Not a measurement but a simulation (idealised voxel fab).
Process module, titled voxel capacitor over wiring
It is cross-section cut that appears here, measuring 205 nm in width, its square cells being 5 nm in size.
Format of a cross-section: grid, square cells. Given as bands. Order: top down. Band: one or more rows of cells. Look at the band entry: it leads with the top's height and the bottom's height in nm. Then it lists the materials left to right, with a width in nm for each. The word "throughout" on a single material says that material fills the band edge to edge. The word "empty" is empty space. Measure heights from 0. That's the level where, below it, the as-received wafer is all one material. The lowest band is bottomless and extends downward; write it as in "0..down". Per-row width for "30..40": begins at first number (top row of band), ends at second number (bottom row), increment between rows held constant. "nothing changed" -> step changed no cross-section cell. Reported under the label "Voids, enclosed" are the empty spaces having no open way to the top and comprising 8 cells or more; the notation for each is width x height at distance, in which the distance is measured from the left edge and all three values are in nm. The remark found on a step's line after its settings is issued by the simulator itself and pertains to that step. What "overlay nm" on a step's line means: if the step has a mask, that mask lay this far to the right of its planned place, or, when the value is negative, to the left.
**This section lists the process steps that were planned**
1. op RECEIVE | material Si
2. op CONFORMAL_DEP | material SiO2 | thk nm 10
3. op CONFORMAL_DEP | material SiCN | thk nm 5
4. op DIRECTIONAL_DEP | material SiO2 | thk nm 25
5. op PATTERN | tone open | mask id METAL_1 | material resist | width nm 20 | pitch nm 85 | thk nm 15 | overlay nm 0
6. op DIRECTIONAL_ETCH | etch materials SiO2 | depth nm 25
7. op DIRECTIONAL_ETCH | etch materials SiCN | depth nm 5
8. op STRIP | etch materials resist
9. op CONFORMAL_DEP | material TiN | thk nm 5
10. op FILL_DEP | material Cu | thk nm 10
11. op CMP | height nm 40
12. op CONFORMAL_DEP | material SiCN | thk nm 5
13. op DIRECTIONAL_DEP | material SiO2 | thk nm 20
14. op DIRECTIONAL_DEP | material aC | thk nm 15
15. op PATTERN | tone open | mask id PLUG_1 | material resist | width nm 15 | thk nm 30 | overlay nm 0
16. op DIRECTIONAL_ETCH | etch materials aC | depth nm 15
17. op STRIP | etch materials resist
18. op DIRECTIONAL_ETCH | etch materials SiO2 | depth nm 20
19. op DIRECTIONAL_ETCH | etch materials SiCN | depth nm 5
20. op STRIP | etch materials aC
21. op EPI | material Ru | thk nm 10
22. op EPI | material Ru | thk nm 10
23. op EPI | material Ru | thk nm 5
24. op DIRECTIONAL_DEP | material TiN | thk nm 5
25. op DIRECTIONAL_DEP | material Al2O3 | thk nm 5
26. op DIRECTIONAL_DEP | material TiN | thk nm 5
27. op MASKED_ETCH | tone cover | mask id UPPER_PLATE | width nm 70 | etch materials TiN | depth nm 5 | overlay nm 0
28. op MASKED_ETCH | tone cover | mask id UPPER_PLATE | width nm 70 | etch materials Al2O3 | depth nm 5 | overlay nm 0
29. op MASKED_ETCH | tone cover | mask id LOWER_PLATE | width nm 80 | etch materials TiN | depth nm 5 | overlay nm 0
30. op FILL_DEP | material SiO2 | thk nm 15
31. op CMP | height nm 90
32. op DIRECTIONAL_DEP | material aC | thk nm 15
33. op PATTERN | tone open | mask id PLUG_2 | material resist | width nm 15 | thk nm 35 | overlay nm 0
34. op DIRECTIONAL_ETCH | etch materials aC | depth nm 15
35. op STRIP | etch materials resist
36. op DIRECTIONAL_ETCH | etch materials SiO2 | depth nm 10
37. op STRIP | etch materials aC
38. op CONFORMAL_DEP | material TiN | thk nm 5
39. op FILL_DEP | material Cu | thk nm 5
40. op CMP | height nm 90
41. op CONFORMAL_DEP | material SiCN | thk nm 5
**Cross-section: wafer on arrival = after step 1**
0..down: Si throughout
Voids, enclosed: none
**First of two wafers: cross-section at end of module, run per plan**
95..90: SiCN throughout
90..85: 65 SiO2, 5 TiN, 5 Cu, 5 TiN, 125 SiO2
85..75: 65..55 SiO2, 15..70 TiN, 125..80 SiO2
75..70: 55 SiO2, 70 Al2O3, 80 SiO2
70..65: 50 SiO2, 80 TiN, 75 SiO2
65..45: 55 SiO2, 15 Ru, 135 SiO2
45..40: 55 SiCN, 15 Ru, 135 SiCN
40..15: 50 SiO2, 5 TiN, 10 Cu, 5 TiN, 65 SiO2, 5 TiN, 10 Cu, 5 TiN, 50 SiO2
15..10: 50 SiCN, 20 TiN, 65 SiCN, 20 TiN, 50 SiCN
10..0: SiO2 throughout
0..down: Si throughout
Voids, enclosed: none
**Module end: cross-section of wafer two of two. Same start and process plan as the first wafer. One mistake during execution**
95..90: SiCN throughout
90..85: 60 Cu, 5 TiN, 15 SiO2, 5 TiN, 120 Cu
85..80: 65 TiN, 15 SiO2, 125 TiN
80..75: 55 SiO2, 70 TiN, 80 SiO2
75..70: 55 SiO2, 70 Al2O3, 80 SiO2
70..65: 50 SiO2, 80 TiN, 75 SiO2
65..45: 55 SiO2, 15 Ru, 135 SiO2
45..40: 55 SiCN, 15 Ru, 135 SiCN
40..15: 50 SiO2, 5 TiN, 10 Cu, 5 TiN, 65 SiO2, 5 TiN, 10 Cu, 5 TiN, 50 SiO2
15..10: 50 SiCN, 20 TiN, 65 SiCN, 20 TiN, 50 SiCN
10..0: SiO2 throughout
0..down: Si throughout
Voids, enclosed: none
In executing the process, a mistake was made relative to the plan: step 33: run off-plan, actual operation and settings op PATTERN | tone cover | mask id PLUG_2 | material resist | width nm 15 | thk nm 35 | overlay nm 0
Counted in cells at the end, the second wafer holds more or fewer of these materials than the first: +35 Cu, -70 SiO2, +35 TiN
